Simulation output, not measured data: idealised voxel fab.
The following process module bears the name voxel capacitor over wiring.
The width of the displayed cross-section, cut, is 235 nm; its cells are square, with a size of 5 nm.
How to read a cross-section here: the picture is a grid of square cells, written as bands going from the top down, and any band can span one or more rows of cells. Top height, bottom height, nm. Materials left to right, width each, nm. Single material + "edge to edge" = fills band edge to edge. "air" = empty. Note: height 0 marks the level under which the wafer is uniformly one material as received. Lowest band unbounded below, written "0 and below". Width "30 to 40": first value at the band's top row of cells, second value at its bottom row, equal change from row to row. Step marked "identical to before"? Then no cell in the cross-section changed in it. Closed empty spaces (no open way to the top) of 8 cells or more are what "Closed internal voids" lists, each as width x height at distance from the left edge, nm for all three. On a step's line, text after the settings is the simulator commenting on that step. What "overlay nm" on a step's line means: if the step has a mask, that mask lay this far to the right of its planned place, or, when the value is negative, to the left.

## Planned step list for the process
| 1 | RECEIVE [material Si] |
| 2 | CONFORMAL_DEP [material SiO2] [thk nm 15] |
| 3 | CONFORMAL_DEP [material SiCN] [thk nm 5] |
| 4 | DIRECTIONAL_DEP [material SiO2] [thk nm 25] |
| 5 | MASKED_ETCH [tone open] [mask id METAL_1] [width nm 30] [pitch nm 85] [etch materials SiO2] [depth nm 25] [overlay nm 0] |
| 6 | MASKED_ETCH [tone open] [mask id METAL_1] [width nm 30] [pitch nm 85] [etch materials SiCN] [depth nm 5] [overlay nm -15] |
| 7 | CONFORMAL_DEP [material TiN] [thk nm 5] |
| 8 | FILL_DEP [material Cu] [thk nm 5] |
| 9 | CMP [height nm 45] |
| 10 | CONFORMAL_DEP [material SiCN] [thk nm 5] |
| 11 | DIRECTIONAL_DEP [material SiO2] [thk nm 20] |
| 12 | DIRECTIONAL_DEP [material aC] [thk nm 15] |
| 13 | PATTERN [tone open] [mask id PLUG_1] [material resist] [width nm 15] [thk nm 30] [overlay nm 0] |
| 14 | DIRECTIONAL_ETCH [etch materials aC] [depth nm 15] |
| 15 | STRIP [etch materials resist] |
| 16 | DIRECTIONAL_ETCH [etch materials SiO2] [depth nm 20] |
| 17 | DIRECTIONAL_ETCH [etch materials SiCN] [depth nm 5] |
| 18 | STRIP [etch materials aC] |
| 19 | CONFORMAL_DEP [material TiN] [thk nm 5] |
| 20 | FILL_DEP [material Cu] [thk nm 10] |
| 21 | CMP [height nm 70] |
| 22 | DIRECTIONAL_DEP [material TiN] [thk nm 10] |
| 23 | DIRECTIONAL_DEP [material HfO2] [thk nm 5] |
| 24 | DIRECTIONAL_DEP [material TiN] [thk nm 10] |
| 25 | PATTERN [tone cover] [mask id UPPER_PLATE] [material resist] [width nm 60] [thk nm 15] [overlay nm 0] |
| 26 | DIRECTIONAL_ETCH [etch materials TiN] [depth nm 10] |
| 27 | DIRECTIONAL_ETCH [etch materials HfO2] [depth nm 5] |
| 28 | STRIP [etch materials resist] |
| 29 | MASKED_ETCH [tone cover] [mask id LOWER_PLATE] [width nm 70] [etch materials TiN] [depth nm 10] [overlay nm 0] |
| 30 | FILL_DEP [material SiO2] [thk nm 15] |
| 31 | CMP [height nm 105] |
| 32 | DIRECTIONAL_DEP [material aC] [thk nm 15] |
| 33 | PATTERN [tone open] [mask id PLUG_2] [material resist] [width nm 15] [thk nm 30] [overlay nm 0] |
| 34 | DIRECTIONAL_ETCH [etch materials aC] [depth nm 15] |
| 35 | STRIP [etch materials resist] |
| 36 | DIRECTIONAL_ETCH [etch materials SiO2] [depth nm 10] |
| 37 | STRIP [etch materials aC] |
| 38 | CONFORMAL_DEP [material TiN] [thk nm 5] |
| 39 | FILL_DEP [material Ru] [thk nm 10] |
| 40 | CMP [height nm 105] |
| 41 | CONFORMAL_DEP [material SiN] [thk nm 5] |
varied across the wafers: overlay nm of step 6. The plan shows the first wafer's value. All wafers start alike

## Cross-section of the first of several received wafers, showing its state after step 1
0 and below: Si edge to edge
Closed internal voids: none

## Cross-sectional representation of the first of several wafers at the end of the module, i.e. after its terminal step, step 41
110 down to 105: SiN edge to edge
105 down to 100: SiO2: 85  TiN: 5  Ru: 5  TiN: 5  SiO2: 135
100 down to 95: SiO2: 85  TiN: 15  SiO2: 135
95 down to 85: SiO2: 75  TiN: 60  SiO2: 100
85 down to 80: SiO2: 75  HfO2: 60  SiO2: 100
80 down to 70: SiO2: 70  TiN: 70  SiO2: 95
70 down to 50: SiO2: 75  TiN: 5  Cu: 5  TiN: 5  SiO2: 145
50 down to 45: SiCN: 75  TiN: 15  SiCN: 145
45 down to 25: SiO2: 60  TiN: 5  Cu: 20  TiN: 5  SiO2: 55  TiN: 5  Cu: 20  TiN: 5  SiO2: 60
25 down to 20: SiO2: 60  TiN: 5  Cu: 5  TiN: 20  SiO2: 55  TiN: 5  Cu: 5  TiN: 20  SiO2: 60
20 down to 15: SiCN: 60  TiN: 15  SiCN: 70  TiN: 15  SiCN: 75
15 down to 0: SiO2 edge to edge
0 and below: Si edge to edge
Closed internal voids: none

## End of module: cross-section, last of several wafers
110 down to 105: SiN edge to edge
105 down to 100: SiO2: 85  TiN: 5  Ru: 5  TiN: 5  SiO2: 135
100 down to 95: SiO2: 85  TiN: 15  SiO2: 135
95 down to 85: SiO2: 75  TiN: 60  SiO2: 100
85 down to 80: SiO2: 75  HfO2: 60  SiO2: 100
80 down to 70: SiO2: 70  TiN: 70  SiO2: 95
70 down to 50: SiO2: 75  TiN: 5  Cu: 5  TiN: 5  SiO2: 145
50 down to 45: SiCN: 75  TiN: 15  SiCN: 145
45 down to 25: SiO2: 60  TiN: 5  Cu: 20  TiN: 5  SiO2: 55  TiN: 5  Cu: 20  TiN: 5  SiO2: 60
25 down to 20: SiO2: 60  TiN: 20  Cu: 5  TiN: 5  SiO2: 55  TiN: 20  Cu: 5  TiN: 5  SiO2: 60
20 down to 15: SiCN: 75  TiN: 15  SiCN: 70  TiN: 15  SiCN: 60
15 down to 0: SiO2 edge to edge
0 and below: Si edge to edge
Closed internal voids: none

## So in this table every wafer gets its own row, and what you see is where it stands at the end of the module: for each material, how many cells it picked up (+) or gave up (-) since we received it, and after that its closed voids
overlay nm -15; +38 Cu; +12 HfO2; +1 Ru; +85 SiCN; +47 SiN; +751 SiO2; +100 TiN; Closed internal voids: none
overlay nm -10; +40 Cu; +12 HfO2; +1 Ru; +83 SiCN; +47 SiN; +751 SiO2; +100 TiN; Closed internal voids: none
overlay nm -5; +42 Cu; +12 HfO2; +1 Ru; +81 SiCN; +47 SiN; +751 SiO2; +100 TiN; Closed internal voids: none
overlay nm 0; +44 Cu; +12 HfO2; +1 Ru; +79 SiCN; +47 SiN; +751 SiO2; +100 TiN; Closed internal voids: none
overlay nm 5; +42 Cu; +12 HfO2; +1 Ru; +81 SiCN; +47 SiN; +751 SiO2; +100 TiN; Closed internal voids: none
overlay nm 10; +40 Cu; +12 HfO2; +1 Ru; +83 SiCN; +47 SiN; +751 SiO2; +100 TiN; Closed internal voids: none
overlay nm 15; +38 Cu; +12 HfO2; +1 Ru; +85 SiCN; +47 SiN; +751 SiO2; +100 TiN; Closed internal voids: none
